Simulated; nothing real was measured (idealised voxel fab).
Process module name: voxel spacer lines
In the cross-section labelled cut, the width is 225 nm and each square cell is 5 nm.
We lay out every cross-section as a grid of square cells and spell it out in bands from the top down, where one band means one or more rows of cells.
It is stipulated that each band's entry specify, in nanometres, the height of the top of the band and then that of its bottom, followed by the materials of the band in left-to-right sequence, each together with its width in nanometres. A single material marked by the word "everywhere" is understood to fill the band from edge to edge; the word "blank" is understood to denote empty space.
Heights are reckoned from 0. Under this level, the received wafer is all of one material. The bottommost band is open-ended downward, for example "top 0, no bottom".
The notation "30 to 40" denotes a width that varies across the rows of cells in the band, beginning at the first number in the top row, finishing at the second number in the bottom row, and changing by an identical amount from each row to the next.
Step note "no change occurred" = no cross-section cell changed.
"Enclosed empty spaces" contains a list of empty spaces, each no smaller than 8 cells and without an open way to the top, written in the form width x height at distance with the distance from the left edge and all three in nm.
Whatever follows a step's settings on its line is a remark the simulator itself makes about that step.
The setting "overlay nm" may be written on the line of a step. When the step uses a mask, the value reports how far to the right of the planned place the mask lay, and a negative value reports that it lay to the left.

**Process steps foreseen in the plan**
1,RECEIVE: material Si
2,CONFORMAL_DEP: material Al2O3, thk nm 5
3,DIRECTIONAL_DEP: material polySi, thk nm 10
4,DIRECTIONAL_DEP: material aC, thk nm 20
5,PATTERN: tone cover, mask id MANDREL, material resist, width nm 20, pitch nm 70, thk nm 25, overlay nm 0
6,DIRECTIONAL_ETCH: etch materials aC, depth nm 20
7,STRIP: etch materials resist
8,CONFORMAL_DEP: material SiN, thk nm 15
9,DIRECTIONAL_ETCH: etch materials SiN, depth nm 15
10,STRIP: etch materials aC
11,DIRECTIONAL_ETCH: etch materials polySi, depth nm 20
12,STRIP: etch materials SiN
Among the wafers covered here, the point of difference is the thk nm at step 3; their starting state is shared, and the plan presents the value of the first wafer.

**After step 1, as received: first of several wafers, cross-section**
	top 0, no bottom: Si everywhere
	Enclosed empty spaces: none

**After the module's final step, step 12: the first of several wafers in cross-section**
	top 15, bottom 5: blank 15; polySi 15; blank 20; polySi 15; blank 20; polySi 15; blank 20; polySi 15; blank 20; polySi 15; blank 20; polySi 15; blank 20
	top 5, bottom 0: Al2O3 everywhere
	top 0, no bottom: Si everywhere
	Enclosed empty spaces: none

**Module end, final wafer: cross-section**
	top 40, bottom 20: blank 15; polySi 15; blank 20; polySi 15; blank 20; polySi 15; blank 20; polySi 15; blank 20; polySi 15; blank 20; polySi 15; blank 20
	top 20, bottom 5: polySi everywhere
	top 5, bottom 0: Al2O3 everywhere
	top 0, no bottom: Si everywhere
	Enclosed empty spaces: none

**Where each wafer stands at the end of the module, a row apiece: cells of each material gained (+) or lost (-) since it was received, then closed voids**
thk nm 10, +45 Al2O3, +36 polySi, Enclosed empty spaces: none
thk nm 15, +45 Al2O3, +54 polySi, Enclosed empty spaces: none
thk nm 20, +45 Al2O3, +72 polySi, Enclosed empty spaces: none
thk nm 25, +45 Al2O3, +117 polySi, Enclosed empty spaces: none
thk nm 30, +45 Al2O3, +162 polySi, Enclosed empty spaces: none
thk nm 35, +45 Al2O3, +207 polySi, Enclosed empty spaces: none
